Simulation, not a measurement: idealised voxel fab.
The name of this process module is voxel wiring stack.
Each square cell in cross-section cut measures 5 nm, and the section as a whole is 290 nm wide.
Cross-section = grid of square cells, listed top down in bands; band = one or more rows. Basically the band line says how high the top is and how high the bottom is, in nm, and then what's in it from left to right, every material with its width in nm. Empty space shows up as "blank", and if a single material carries "throughout" it runs the full band edge to edge. It should be noted that heights are counted from 0, beneath which the wafer as supplied is of one material throughout, and that the lowest band possesses no lower boundary but continues downward, as written in "0 nm and below". With a width like "30..40", each row of cells in the band differs from the next by the same amount, the top row carrying the first number and the bottom row the second. "remains unaltered" means the step left every cell of the cross-section as it was. The list in "Encapsulated voids" covers empty spaces of 8 cells or more that cannot reach the top through any open way, and it gives each as width x height at distance; the distance is from the left edge, and width, height and distance are in nm. Note: text after step settings on the step line = simulator remark on that step. If you see "overlay nm" on a step's line and that step has a mask, it's telling you how far right of where it was planned the mask ended up; a negative number means it went left instead.
### Intended process steps
1) RECEIVE,material Si
2) CONFORMAL_DEP,material SiO2,thk nm 10
3) DIRECTIONAL_DEP,material TiN,thk nm 5
4) DIRECTIONAL_DEP,material W,thk nm 20
5) MASKED_ETCH,tone cover,mask id METAL_1,width nm 25,pitch nm 45,etch materials W,depth nm 20,overlay nm 0
6) MASKED_ETCH,tone cover,mask id METAL_1,width nm 25,pitch nm 45,etch materials TiN,depth nm 5,overlay nm -15
7) FILL_DEP,material lowk,thk nm 5
8) CMP,height nm 35
9) CONFORMAL_DEP,material SiCN,thk nm 5
10) DIRECTIONAL_DEP,material lowk,thk nm 30
11) DIRECTIONAL_DEP,material aC,thk nm 10
12) PATTERN,tone open,mask id METAL_2_HOLES,material resist,width nm 15,thk nm 30,overlay nm 0
13) DIRECTIONAL_ETCH,etch materials aC,depth nm 10
14) STRIP,etch materials resist
15) DIRECTIONAL_ETCH,etch materials lowk,depth nm 30
16) STRIP,etch materials aC
17) MASKED_ETCH,tone open,mask id METAL_2,width nm 25,pitch nm 45,etch materials lowk,depth nm 15,overlay nm 0
18) MASKED_ETCH,tone open,mask id METAL_2,width nm 25,pitch nm 45,etch materials SiCN,depth nm 5,overlay nm 0
19) CONFORMAL_DEP,material TiN,thk nm 5
20) FILL_DEP,material Ru,thk nm 10
21) CMP,height nm 70
22) CONFORMAL_DEP,material SiN,thk nm 5
For clarity, it should be stated that the wafers under discussion commence in an identical condition and differ with respect to the overlay nm of step 6, the plan indicating the value that the first wafer had.
### Cross-section of the first incoming wafer of several, state after step 1
- 0 nm and below = Si throughout
- Encapsulated voids: none
### Cross-section, first of several wafers, end of module, after last step 22
- 75 nm to 70 nm = SiN throughout
- 70 nm to 60 nm = lowk (110), TiN (5), Ru (15), TiN (5), lowk (20), TiN (5), Ru (15), TiN (5), lowk (110)
- 60 nm to 55 nm = lowk (110), TiN (5), Ru (5), TiN (15), lowk (20), TiN (25), lowk (110)
- 55 nm to 40 nm = lowk (110), TiN (5), Ru (5), TiN (5), lowk (165)
- 40 nm to 35 nm = SiCN (110), TiN (15), SiCN (165)
- 35 nm to 15 nm = lowk (110), W (25), lowk (20), W (25), lowk (110)
- 15 nm to 10 nm = lowk (95), TiN (40), lowk (5), TiN (40), lowk (110)
- 10 nm to 0 nm = SiO2 throughout
- 0 nm and below = Si throughout
- Encapsulated voids: none
### Cross-sectional view, end of module, last wafer of several
- 75 nm to 70 nm = SiN throughout
- 70 nm to 60 nm = lowk (110), TiN (5), Ru (15), TiN (5), lowk (20), TiN (5), Ru (15), TiN (5), lowk (110)
- 60 nm to 55 nm = lowk (110), TiN (5), Ru (5), TiN (15), lowk (20), TiN (25), lowk (110)
- 55 nm to 40 nm = lowk (110), TiN (5), Ru (5), TiN (5), lowk (165)
- 40 nm to 35 nm = SiCN (110), TiN (15), SiCN (165)
- 35 nm to 15 nm = lowk (110), W (25), lowk (20), W (25), lowk (110)
- 15 nm to 10 nm = lowk (110), TiN (40), lowk (5), TiN (40), lowk (95)
- 10 nm to 0 nm = SiO2 throughout
- 0 nm and below = Si throughout
- Encapsulated voids: none
### The table below has one row for each wafer; a row shows, as of the end of the module, how many cells of each material the wafer has gained, marked (+), or lost, marked (-), since it was received, and then the wafer's closed voids
overlay nm -15; +16 Ru; +55 SiCN; +58 SiN; +116 SiO2; +42 TiN; +40 W; +543 lowk; Encapsulated voids: none
overlay nm -10; +16 Ru; +55 SiCN; +58 SiN; +116 SiO2; +40 TiN; +40 W; +545 lowk; Encapsulated voids: none
overlay nm -5; +16 Ru; +55 SiCN; +58 SiN; +116 SiO2; +38 TiN; +40 W; +547 lowk; Encapsulated voids: none
overlay nm 0; +16 Ru; +55 SiCN; +58 SiN; +116 SiO2; +36 TiN; +40 W; +549 lowk; Encapsulated voids: none
overlay nm 5; +16 Ru; +55 SiCN; +58 SiN; +116 SiO2; +38 TiN; +40 W; +547 lowk; Encapsulated voids: none
overlay nm 10; +16 Ru; +55 SiCN; +58 SiN; +116 SiO2; +40 TiN; +40 W; +545 lowk; Encapsulated voids: none
overlay nm 15; +16 Ru; +55 SiCN; +58 SiN; +116 SiO2; +42 TiN; +40 W; +543 lowk; Encapsulated voids: none
